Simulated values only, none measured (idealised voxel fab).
Name of the process module below: voxel double patterning
Xsec cut, 260 nm wide, square cell size 5 nm.
Square cells in a grid make up a cross-section in this document, and the grid is given as bands, listed from the top down, each one or more rows of cells.
In this notation a band is specified by the heights of its top and bottom, in that order and in nm, after which its materials appear from left to right, each paired with its width in nm. The word "everywhere" attached to a single material means that material fills the band from edge to edge; the word "empty" stands for empty space.
Note: height 0 marks the level under which the wafer is uniformly one material as received. Lowest band unbounded below, written "0 and below".
Read "30 to 40" as a graded width: first number on top, second number at the bottom, same change between each pair of neighbouring rows.
When a step is marked "remains unaltered", none of the cells in the cross-section changed during that step.
If an empty space has no open way to the top and is at least 8 cells in size, "Non-vented voids" lists it, written width x height at distance, where distance is measured from the left edge and every value is in nm.
Note: text after step settings on the step line = simulator remark on that step.
The "overlay nm" setting may appear on a step's line; for a step that uses a mask, it gives how far to the right of its planned position the mask lay, and a negative value indicates the left.

# The following list gives the planned process steps
1. RECEIVE [material Si]
2. CONFORMAL_DEP [material SiN] [thk nm 5]
3. DIRECTIONAL_DEP [material SiO2] [thk nm 15]
4. DIRECTIONAL_DEP [material SiCN] [thk nm 10]
5. MASKED_ETCH [tone open] [mask id FIRST] [width nm 15] [pitch nm 50] [etch materials SiCN] [depth nm 10] [overlay nm 0]
6. DIRECTIONAL_DEP [material aC] [thk nm 15]
7. PATTERN [tone open] [mask id SECOND] [material resist] [width nm 15] [pitch nm 50] [thk nm 35] [overlay nm 0]
8. DIRECTIONAL_ETCH [etch materials aC] [depth nm 15]
9. STRIP [etch materials resist]
10. DIRECTIONAL_ETCH [etch materials SiCN] [depth nm 10]
11. STRIP [etch materials aC]
12. DIRECTIONAL_ETCH [etch materials SiO2] [depth nm 15]
13. STRIP [etch materials SiCN]

# Cross-sectional view of the wafer in its as-received condition, corresponding to the state after step 1
	0 and below: Si everywhere
	Non-vented voids: none

# Cross-section, end of module. Start: as above. Plan: as above. Execution: one mistake
	20 down to 5: SiO2: 70; empty: 30; SiO2: 20; empty: 30; SiO2: 20; empty: 15; SiO2: 75
	5 down to 0: SiN everywhere
	0 and below: Si everywhere
	Non-vented voids: none
In executing the process, a mistake was made relative to the plan: in deviation from the planned setting, step 7 was conducted as PATTERN [tone open] [mask id SECOND] [material resist] [width nm 15] [pitch nm 50] [thk nm 35] [overlay nm -10]
